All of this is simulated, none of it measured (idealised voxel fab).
Process module, titled voxel quadruple lines
Cross-section cut: width 170 nm, square cells of 5 nm.
In what follows, cross-sections appear as grids of square cells, described through bands that run from the top down, where every band is one or more rows of cells.
Each band's line starts with the height of the band's top and of its bottom, in nm. Then come its materials from left to right, each with its width in nm. One material with "all across" fills the band from edge to edge. "blank" is empty space.
Heights are expressed relative to 0, this being the level below which the as-received wafer comprises one material exclusively. The lowest band is unbounded in the downward direction and is denoted as in "z 0 and below".
Per-row width for "30->40": begins at first number (top row of band), ends at second number (bottom row), increment between rows held constant.
"nothing different" for a step: no cell of the cross-section changed in that step.
In the "Tabulated closed voids" entry, you get each enclosed empty space of 8 cells or more, one with no open way to the top, written width x height at distance, distance from the left edge, in nm.
On each step's line, the part that comes after the settings is the simulator's own comment on the step.
overlay nm: step with mask; distance mask lay right of planned place; negative value = left of planned place.
Note on reading: below, each pair holds a cross-section from before one process step and one from after it; the one from after shows only down to the lowest band that changed. Beneath the pair, the step in between is stated along with its settings. The pairs can stem from different runs of this module on the same starting wafer. Where a pair's entry headed "Pre-step geometry" says so, and only there, that pair continues from the pair above it.
**Pre-step geometry**
  z 30 to 15: 40 nm blank  10 nm polySi  15 nm blank  10 nm polySi  25 nm blank  10 nm polySi  15 nm blank  10 nm polySi  35 nm blank
  z 15 to 5: W all across
  z 5 to 0: Al2O3 all across
  z 0 and below: Si all across
  Tabulated closed voids: none
**after**
  z 35 to 30: 35 nm blank  20 nm SiCN  5 nm blank  20 nm SiCN  15 nm blank  20 nm SiCN  5 nm blank  20 nm SiCN  30 nm blank
  z 30 to 20: 35 nm blank  5 nm SiCN  10 nm polySi  5 nm SiCN  5 nm blank  5 nm SiCN  10 nm polySi  5 nm SiCN  15 nm blank  5 nm SiCN  10 nm polySi  5 nm SiCN  5 nm blank  5 nm SiCN  10 nm polySi  5 nm SiCN  30 nm blank
  z 20 to 15: 40 nm SiCN  10 nm polySi  15 nm SiCN  10 nm polySi  25 nm SiCN  10 nm polySi  15 nm SiCN  10 nm polySi  35 nm SiCN
  Whatever lies below 15 is exactly as it was before.
  Tabulated closed voids: none
the step between: op CONFORMAL_DEP | material SiCN | thk nm 5
Pre-step geometry: no separate figure, the pair right above already shows it after its step.
**after**
  z 30 to 15: 35 nm blank  5 nm SiCN  10 nm polySi  5 nm SiCN  5 nm blank  5 nm SiCN  10 nm polySi  5 nm SiCN  15 nm blank  5 nm SiCN  10 nm polySi  5 nm SiCN  5 nm blank  5 nm SiCN  10 nm polySi  5 nm SiCN  30 nm blank
  Whatever lies below 15 is exactly as it was before.
  Tabulated closed voids: none
the step between: op DIRECTIONAL_ETCH | etch materials SiCN | depth nm 5
Pre-step geometry: no separate figure, the pair right above already shows it after its step.
**after**
  z 30 to 15: 35 nm blank  5 nm SiCN  10 nm blank  5 nm SiCN  5 nm blank  5 nm SiCN  10 nm blank  5 nm SiCN  15 nm blank  5 nm SiCN  10 nm blank  5 nm SiCN  5 nm blank  5 nm SiCN  10 nm blank  5 nm SiCN  30 nm blank
  Whatever lies below 15 is exactly as it was before.
  Tabulated closed voids: none
the step between: op STRIP | etch materials polySi
Pre-step geometry: no separate figure, the pair right above already shows it after its step.
**after**
  z 30 to 15: 35 nm blank  5 nm SiCN  10 nm blank  5 nm SiCN  5 nm blank  5 nm SiCN  10 nm blank  5 nm SiCN  15 nm blank  5 nm SiCN  10 nm blank  5 nm SiCN  5 nm blank  5 nm SiCN  10 nm blank  5 nm SiCN  30 nm blank
  z 15 to 5: 35 nm blank  5 nm W  10 nm blank  5 nm W  5 nm blank  5 nm W  10 nm blank  5 nm W  15 nm blank  5 nm W  10 nm blank  5 nm W  5 nm blank  5 nm W  10 nm blank  5 nm W  30 nm blank
  Whatever lies below 5 is exactly as it was before.
  Tabulated closed voids: none
the step between: op DIRECTIONAL_ETCH | etch materials W | depth nm 10
Pre-step geometry: no separate figure, the pair right above already shows it after its step.
**after**
  z 15 to 5: 35 nm blank  5 nm W  10 nm blank  5 nm W  5 nm blank  5 nm W  10 nm blank  5 nm W  15 nm blank  5 nm W  10 nm blank  5 nm W  5 nm blank  5 nm W  10 nm blank  5 nm W  30 nm blank
  Whatever lies below 5 is exactly as it was before.
  Tabulated closed voids: none
the step between: op STRIP | etch materials SiCN
Pre-step geometry: no separate figure, the pair right above already shows it after its step.
**after**
  z 25 to 15: SiO2 all across
  z 15 to 5: 35 nm SiO2  5 nm W  10 nm SiO2  5 nm W  5 nm SiO2  5 nm W  10 nm SiO2  5 nm W  15 nm SiO2  5 nm W  10 nm SiO2  5 nm W  5 nm SiO2  5 nm W  10 nm SiO2  5 nm W  30 nm SiO2
  Whatever lies below 5 is exactly as it was before.
  Tabulated closed voids: none
the step between: op FILL_DEP | material SiO2 | thk nm 10
Pre-step geometry: no separate figure, the pair right above already shows it after its step.
**after**
  z 15 to 5: 35 nm SiO2  5 nm W  10 nm SiO2  5 nm W  5 nm SiO2  5 nm W  10 nm SiO2  5 nm W  15 nm SiO2  5 nm W  10 nm SiO2  5 nm W  5 nm SiO2  5 nm W  10 nm SiO2  5 nm W  30 nm SiO2
  Whatever lies below 5 is exactly as it was before.
  Tabulated closed voids: none
the step between: op CMP | height nm 15
**Pre-step geometry**
  z 50 to 30: aC all across
  z 30 to 15: polySi all across
  z 15 to 5: W all across
  z 5 to 0: Al2O3 all across
  z 0 and below: Si all across
  Tabulated closed voids: none
**after**
  z 80 to 50: 35 nm blank  20 nm resist  40 nm blank  20 nm resist  55 nm blank
  Whatever lies below 50 is exactly as it was before.
  Tabulated closed voids: none
the step between: op PATTERN | tone cover | mask id MANDREL | material resist | width nm 20 | pitch nm 60 | thk nm 30 | overlay nm -10
Pre-step geometry: no separate figure, the pair right above already shows it after its step.
**after**
  z 60 to 50: 35 nm blank  20 nm resist  40 nm blank  20 nm resist  55 nm blank
  z 50 to 30: 35 nm blank  20 nm aC  40 nm blank  20 nm aC  55 nm blank
  Whatever lies below 30 is exactly as it was before.
  Tabulated closed voids: none
the step between: op DIRECTIONAL_ETCH | etch materials aC | depth nm 20
Pre-step geometry: no separate figure, the pair right above already shows it after its step.
**after**
  z 50 to 30: 35 nm blank  20 nm aC  40 nm blank  20 nm aC  55 nm blank
  Whatever lies below 30 is exactly as it was before.
  Tabulated closed voids: none
the step between: op STRIP | etch materials resist
Pre-step geometry: no separate figure, the pair right above already shows it after its step.
**after**
  z 60 to 50: 25 nm blank  40 nm SiO2  20 nm blank  40 nm SiO2  45 nm blank
  z 50 to 40: 25 nm blank  10 nm SiO2  20 nm aC  10 nm SiO2  20 nm blank  10 nm SiO2  20 nm aC  10 nm SiO2  45 nm blank
  z 40 to 30: 35 nm SiO2  20 nm aC  40 nm SiO2  20 nm aC  55 nm SiO2
  Whatever lies below 30 is exactly as it was before.
  Tabulated closed voids: none
the step between: op CONFORMAL_DEP | material SiO2 | thk nm 10
Pre-step geometry: no separate figure, the pair right above already shows it after its step.
**after**
  z 50 to 30: 25 nm blank  10 nm SiO2  20 nm aC  10 nm SiO2  20 nm blank  10 nm SiO2  20 nm aC  10 nm SiO2  45 nm blank
  Whatever lies below 30 is exactly as it was before.
  Tabulated closed voids: none
the step between: op DIRECTIONAL_ETCH | etch materials SiO2 | depth nm 10
Pre-step geometry: no separate figure, the pair right above already shows it after its step.
**after**
  z 50 to 30: 25 nm blank  10 nm SiO2  20 nm blank  10 nm SiO2  20 nm blank  10 nm SiO2  20 nm blank  10 nm SiO2  45 nm blank
  Whatever lies below 30 is exactly as it was before.
  Tabulated closed voids: none
the step between: op STRIP | etch materials aC
Pre-step geometry: no separate figure, the pair right above already shows it after its step.
**after**
  z 50 to 30: 25 nm blank  10 nm SiO2  20 nm blank  10 nm SiO2  20 nm blank  10 nm SiO2  20 nm blank  10 nm SiO2  45 nm blank
  z 30 to 15: 25 nm blank  10 nm polySi  20 nm blank  10 nm polySi  20 nm blank  10 nm polySi  20 nm blank  10 nm polySi  45 nm blank
  Whatever lies below 15 is exactly as it was before.
  Tabulated closed voids: none
the step between: op DIRECTIONAL_ETCH | etch materials polySi | depth nm 15
Pre-step geometry: no separate figure, the pair right above already shows it after its step.
**after**
  z 30 to 15: 25 nm blank  10 nm polySi  20 nm blank  10 nm polySi  20 nm blank  10 nm polySi  20 nm blank  10 nm polySi  45 nm blank
  Whatever lies below 15 is exactly as it was before.
  Tabulated closed voids: none
the step between: op STRIP | etch materials SiO2
Pre-step geometry: no separate figure, the pair right above already shows it after its step.
**after**
  z 35 to 30: 20 nm blank  20 nm SiCN  10 nm blank  20 nm SiCN  10 nm blank  20 nm SiCN  10 nm blank  20 nm SiCN  40 nm blank
  z 30 to 20: 20 nm blank  5 nm SiCN  10 nm polySi  5 nm SiCN  10 nm blank  5 nm SiCN  10 nm polySi  5 nm SiCN  10 nm blank  5 nm SiCN  10 nm polySi  5 nm SiCN  10 nm blank  5 nm SiCN  10 nm polySi  5 nm SiCN  40 nm blank
  z 20 to 15: 25 nm SiCN  10 nm polySi  20 nm SiCN  10 nm polySi  20 nm SiCN  10 nm polySi  20 nm SiCN  10 nm polySi  45 nm SiCN
  Whatever lies below 15 is exactly as it was before.
  Tabulated closed voids: none
the step between: op CONFORMAL_DEP | material SiCN | thk nm 5
Pre-step geometry: no separate figure, the pair right above already shows it after its step.
**after**
  z 30 to 15: 20 nm blank  5 nm SiCN  10 nm polySi  5 nm SiCN  10 nm blank  5 nm SiCN  10 nm polySi  5 nm SiCN  10 nm blank  5 nm SiCN  10 nm polySi  5 nm SiCN  10 nm blank  5 nm SiCN  10 nm polySi  5 nm SiCN  40 nm blank
  Whatever lies below 15 is exactly as it was before.
  Tabulated closed voids: none
the step between: op DIRECTIONAL_ETCH | etch materials SiCN | depth nm 5
Pre-step geometry: no separate figure, the pair right above already shows it after its step.
**after**
  z 30 to 15: 20 nm blank  5 nm SiCN  10 nm blank  5 nm SiCN  10 nm blank  5 nm SiCN  10 nm blank  5 nm SiCN  10 nm blank  5 nm SiCN  10 nm blank  5 nm SiCN  10 nm blank  5 nm SiCN  10 nm blank  5 nm SiCN  40 nm blank
  Whatever lies below 15 is exactly as it was before.
  Tabulated closed voids: none
the step between: op STRIP | etch materials polySi
Pre-step geometry: no separate figure, the pair right above already shows it after its step.
**after**
  z 30 to 15: 20 nm blank  5 nm SiCN  10 nm blank  5 nm SiCN  10 nm blank  5 nm SiCN  10 nm blank  5 nm SiCN  10 nm blank  5 nm SiCN  10 nm blank  5 nm SiCN  10 nm blank  5 nm SiCN  10 nm blank  5 nm SiCN  40 nm blank
  z 15 to 5: 20 nm blank  5 nm W  10 nm blank  5 nm W  10 nm blank  5 nm W  10 nm blank  5 nm W  10 nm blank  5 nm W  10 nm blank  5 nm W  10 nm blank  5 nm W  10 nm blank  5 nm W  40 nm blank
  Whatever lies below 5 is exactly as it was before.
  Tabulated closed voids: none
the step between: op DIRECTIONAL_ETCH | etch materials W | depth nm 10
Pre-step geometry: no separate figure, the pair right above already shows it after its step.
**after**
  z 15 to 5: 20 nm blank  5 nm W  10 nm blank  5 nm W  10 nm blank  5 nm W  10 nm blank  5 nm W  10 nm blank  5 nm W  10 nm blank  5 nm W  10 nm blank  5 nm W  10 nm blank  5 nm W  40 nm blank
  Whatever lies below 5 is exactly as it was before.
  Tabulated closed voids: none
the step between: op STRIP | etch materials SiCN
Pre-step geometry: no separate figure, the pair right above already shows it after its step.
**after**
  z 25 to 15: SiO2 all across
  z 15 to 5: 20 nm SiO2  5 nm W  10 nm SiO2  5 nm W  10 nm SiO2  5 nm W  10 nm SiO2  5 nm W  10 nm SiO2  5 nm W  10 nm SiO2  5 nm W  10 nm SiO2  5 nm W  10 nm SiO2  5 nm W  40 nm SiO2
  Whatever lies below 5 is exactly as it was before.
  Tabulated closed voids: none
the step between: op FILL_DEP | material SiO2 | thk nm 10
Pre-step geometry: no separate figure, the pair right above already shows it after its step.
**after**
  z 15 to 5: 20 nm SiO2  5 nm W  10 nm SiO2  5 nm W  10 nm SiO2  5 nm W  10 nm SiO2  5 nm W  10 nm SiO2  5 nm W  10 nm SiO2  5 nm W  10 nm SiO2  5 nm W  10 nm SiO2  5 nm W  40 nm SiO2
  Whatever lies below 5 is exactly as it was before.
  Tabulated closed voids: none
the step between: op CMP | height nm 15
**Pre-step geometry**
  z 15 to 5: 30 nm blank  5 nm W  10 nm blank  5 nm W  10 nm blank  5 nm W  10 nm blank  5 nm W  10 nm blank  5 nm W  10 nm blank  5 nm W  10 nm blank  5 nm W  10 nm blank  5 nm W  30 nm blank
  z 5 to 0: Al2O3 all across
  z 0 and below: Si all across
  Tabulated closed voids: none
**after**
  z 25 to 15: Al2O3 all across
  z 15 to 5: 30 nm Al2O3  5 nm W  10 nm Al2O3  5 nm W  10 nm Al2O3  5 nm W  10 nm Al2O3  5 nm W  10 nm Al2O3  5 nm W  10 nm Al2O3  5 nm W  10 nm Al2O3  5 nm W  10 nm Al2O3  5 nm W  30 nm Al2O3
  Whatever lies below 5 is exactly as it was before.
  Tabulated closed voids: none
the step between: op FILL_DEP | material Al2O3 | thk nm 10
Pre-step geometry: no separate figure, the pair right above already shows it after its step.
**after**
  z 15 to 5: 30 nm Al2O3  5 nm W  10 nm Al2O3  5 nm W  10 nm Al2O3  5 nm W  10 nm Al2O3  5 nm W  10 nm Al2O3  5 nm W  10 nm Al2O3  5 nm W  10 nm Al2O3  5 nm W  10 nm Al2O3  5 nm W  30 nm Al2O3
  Whatever lies below 5 is exactly as it was before.
  Tabulated closed voids: none
the step between: op CMP | height nm 15
**Pre-step geometry**
  z 50 to 30: aC all across
  z 30 to 15: polySi all across
  z 15 to 5: W all across
  z 5 to 0: Al2O3 all across
  z 0 and below: Si all across
  Tabulated closed voids: none
**after**
  z 80 to 50: 45 nm resist  20 nm blank  40 nm resist  20 nm blank  45 nm resist
  Whatever lies below 50 is exactly as it was before.
  Tabulated closed voids: none
the step between: op PATTERN | tone open | mask id MANDREL | material resist | width nm 20 | pitch nm 60 | thk nm 30 | overlay nm 0
Pre-step geometry: no separate figure, the pair right above already shows it after its step.
**after**
  z 60 to 50: 45 nm resist  20 nm blank  40 nm resist  20 nm blank  45 nm resist
  z 50 to 30: 45 nm aC  20 nm blank  40 nm aC  20 nm blank  45 nm aC
  Whatever lies below 30 is exactly as it was before.
  Tabulated closed voids: none
the step between: op DIRECTIONAL_ETCH | etch materials aC | depth nm 20
Pre-step geometry: no separate figure, the pair right above already shows it after its step.
**after**
  z 50 to 30: 45 nm aC  20 nm blank  40 nm aC  20 nm blank  45 nm aC
  Whatever lies below 30 is exactly as it was before.
  Tabulated closed voids: none
the step between: op STRIP | etch materials resist
Pre-step geometry: no separate figure, the pair right above already shows it after its step.
**after**
  z 60 to 50: SiO2 all across
  z 50 to 30: 45 nm aC  20 nm SiO2  40 nm aC  20 nm SiO2  45 nm aC
  Whatever lies below 30 is exactly as it was before.
  Tabulated closed voids: none
the step between: op CONFORMAL_DEP | material SiO2 | thk nm 10
Pre-step geometry: no separate figure, the pair right above already shows it after its step.
**after**
  z 50 to 30: 45 nm aC  20 nm SiO2  40 nm aC  20 nm SiO2  45 nm aC
  Whatever lies below 30 is exactly as it was before.
  Tabulated closed voids: none
the step between: op DIRECTIONAL_ETCH | etch materials SiO2 | depth nm 10
Pre-step geometry: no separate figure, the pair right above already shows it after its step.
**after**
  z 50 to 30: 45 nm blank  20 nm SiO2  40 nm blank  20 nm SiO2  45 nm blank
  Whatever lies below 30 is exactly as it was before.
  Tabulated closed voids: none
the step between: op STRIP | etch materials aC
Pre-step geometry: no separate figure, the pair right above already shows it after its step.
**after**
  z 50 to 30: 45 nm blank  20 nm SiO2  40 nm blank  20 nm SiO2  45 nm blank
  z 30 to 15: 45 nm blank  20 nm polySi  40 nm blank  20 nm polySi  45 nm blank
  Whatever lies below 15 is exactly as it was before.
  Tabulated closed voids: none
the step between: op DIRECTIONAL_ETCH | etch materials polySi | depth nm 15
Pre-step geometry: no separate figure, the pair right above already shows it after its step.
**after**
  z 30 to 15: 45 nm blank  20 nm polySi  40 nm blank  20 nm polySi  45 nm blank
  Whatever lies below 15 is exactly as it was before.
  Tabulated closed voids: none
the step between: op STRIP | etch materials SiO2
Pre-step geometry: no separate figure, the pair right above already shows it after its step.
**after**
  z 35 to 30: 40 nm blank  30 nm SiCN  30 nm blank  30 nm SiCN  40 nm blank
  z 30 to 20: 40 nm blank  5 nm SiCN  20 nm polySi  5 nm SiCN  30 nm blank  5 nm SiCN  20 nm polySi  5 nm SiCN  40 nm blank
  z 20 to 15: 45 nm SiCN  20 nm polySi  40 nm SiCN  20 nm polySi  45 nm SiCN
  Whatever lies below 15 is exactly as it was before.
  Tabulated closed voids: none
the step between: op CONFORMAL_DEP | material SiCN | thk nm 5
Pre-step geometry: no separate figure, the pair right above already shows it after its step.
**after**
  z 30 to 15: 40 nm blank  5 nm SiCN  20 nm polySi  5 nm SiCN  30 nm blank  5 nm SiCN  20 nm polySi  5 nm SiCN  40 nm blank
  Whatever lies below 15 is exactly as it was before.
  Tabulated closed voids: none
the step between: op DIRECTIONAL_ETCH | etch materials SiCN | depth nm 5
Pre-step geometry: no separate figure, the pair right above already shows it after its step.
**after**
  z 30 to 15: 40 nm blank  5 nm SiCN  20 nm blank  5 nm SiCN  30 nm blank  5 nm SiCN  20 nm blank  5 nm SiCN  40 nm blank
  Whatever lies below 15 is exactly as it was before.
  Tabulated closed voids: none
the step between: op STRIP | etch materials polySi
Pre-step geometry: no separate figure, the pair right above already shows it after its step.
**after**
  z 30 to 15: 40 nm blank  5 nm SiCN  20 nm blank  5 nm SiCN  30 nm blank  5 nm SiCN  20 nm blank  5 nm SiCN  40 nm blank
  z 15 to 5: 40 nm blank  5 nm W  20 nm blank  5 nm W  30 nm blank  5 nm W  20 nm blank  5 nm W  40 nm blank
  Whatever lies below 5 is exactly as it was before.
  Tabulated closed voids: none
the step between: op DIRECTIONAL_ETCH | etch materials W | depth nm 10
Pre-step geometry: no separate figure, the pair right above already shows it after its step.
**after**
  z 15 to 5: 40 nm blank  5 nm W  20 nm blank  5 nm W  30 nm blank  5 nm W  20 nm blank  5 nm W  40 nm blank
  Whatever lies below 5 is exactly as it was before.
  Tabulated closed voids: none
the step between: op STRIP | etch materials SiCN
Pre-step geometry: no separate figure, the pair right above already shows it after its step.
**after**
  z 25 to 15: SiO2 all across
  z 15 to 5: 40 nm SiO2  5 nm W  20 nm SiO2  5 nm W  30 nm SiO2  5 nm W  20 nm SiO2  5 nm W  40 nm SiO2
  Whatever lies below 5 is exactly as it was before.
  Tabulated closed voids: none
the step between: op FILL_DEP | material SiO2 | thk nm 10
Pre-step geometry: no separate figure, the pair right above already shows it after its step.
**after**
  z 15 to 5: 40 nm SiO2  5 nm W  20 nm SiO2  5 nm W  30 nm SiO2  5 nm W  20 nm SiO2  5 nm W  40 nm SiO2
  Whatever lies below 5 is exactly as it was before.
  Tabulated closed voids: none
the step between: op CMP | height nm 15
